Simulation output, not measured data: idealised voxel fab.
Presented below is a process module, voxel self aligned vias.
FYI the section here is cut, 295 nm wide, cells are 5 nm squares.
If you're reading a cross-section in this doc, picture square cells in a grid; it comes to you as bands, top ones listed first down to the bottom, and a band can be one or more rows of cells.
Each band's line starts with the height of the band's top and of its bottom, in nm. Then come its materials from left to right, each with its width in nm. One material with "all across" fills the band from edge to edge. "blank" is empty space.
Convention: height 0 is the level below which the wafer, as received, is all one material. The lowest band does not terminate at the bottom but continues downward, represented as "0 and below".
A width such as "30->40" changes by the same amount from each row of cells to the next, from the band's top row to its bottom row.
Step note "no modification" = no cross-section cell changed.
"Enclosed voids" - sealed voids, min. 8 cells, no opening to top; format: width x height at distance (distance from left edge; nm throughout).
Post-settings text on a step line: simulator's own remark regarding the step.
The setting "overlay nm" may be written on the line of a step. When the step uses a mask, the value reports how far to the right of the planned place the mask lay, and a negative value reports that it lay to the left.
This section lists the process steps that were planned
1,RECEIVE | material Si
2,CONFORMAL_DEP | material SiO2 | thk nm 10
3,CONFORMAL_DEP | material SiCN | thk nm 5
4,DIRECTIONAL_DEP | material SiO2 | thk nm 30
5,MASKED_ETCH | tone open | mask id LINES | width nm 25 | pitch nm 65 | etch materials SiO2 | depth nm 30 | overlay nm 0
6,CONFORMAL_DEP | material TiN | thk nm 5
7,FILL_DEP | material W | thk nm 10
8,CMP | height nm 45
9,SELECTIVE_ETCH | etch materials W Ru TiN | depth nm 10
10,FILL_DEP | material SiN | thk nm 5
11,CMP | height nm 45
12,DIRECTIONAL_DEP | material SiO2 | thk nm 15
13,PATTERN | tone open | mask id VIAS | material resist | width nm 35 | pitch nm 130 | thk nm 15 | overlay nm 0
14,DIRECTIONAL_ETCH | etch materials SiO2 | depth nm 15
15,DIRECTIONAL_ETCH | etch materials SiN | depth nm 10
16,STRIP | etch materials resist
17,CONFORMAL_DEP | material TiN | thk nm 5
18,FILL_DEP | material Ru | thk nm 10
19,CMP | height nm 60
20,CONFORMAL_DEP | material SiCN | thk nm 5
Received-state cross-section, reflecting completion of step 1
	0 and below: Si all across
	Enclosed voids: none
This is how the wafer looks in cross-section once the module is done, given the starting state and plan above and one mistake in carrying the plan out
	65 down to 60: SiCN all across
	60 down to 45: SiO2 65, then TiN 5, then Ru 25, then TiN 5, then SiO2 95, then TiN 5, then Ru 25, then TiN 5, then SiO2 65
	45 down to 40: SiN 65, then TiN 10, then Ru 15, then TiN 10, then SiN 95, then TiN 10, then Ru 15, then TiN 10, then SiN 65
	40 down to 35: SiO2 70, then TiN 25, then SiO2 40, then SiN 25, then SiO2 40, then TiN 25, then SiO2 70
	35 down to 15: SiO2 70, then TiN 5, then W 15, then TiN 5, then SiO2 40, then TiN 5, then W 15, then TiN 5, then SiO2 40, then TiN 5, then W 15, then TiN 5, then SiO2 70
	15 down to 10: SiO2 70, then TiN 25, then SiO2 40, then TiN 25, then SiO2 40, then TiN 25, then SiO2 70
	10 down to 5: SiCN all across
	5 down to 0: SiO2 all across
	0 and below: Si all across
	Enclosed voids: none
What went wrong in running the wafer? step 2 deviated from plan and actually ran as CONFORMAL_DEP | material SiO2 | thk nm 5
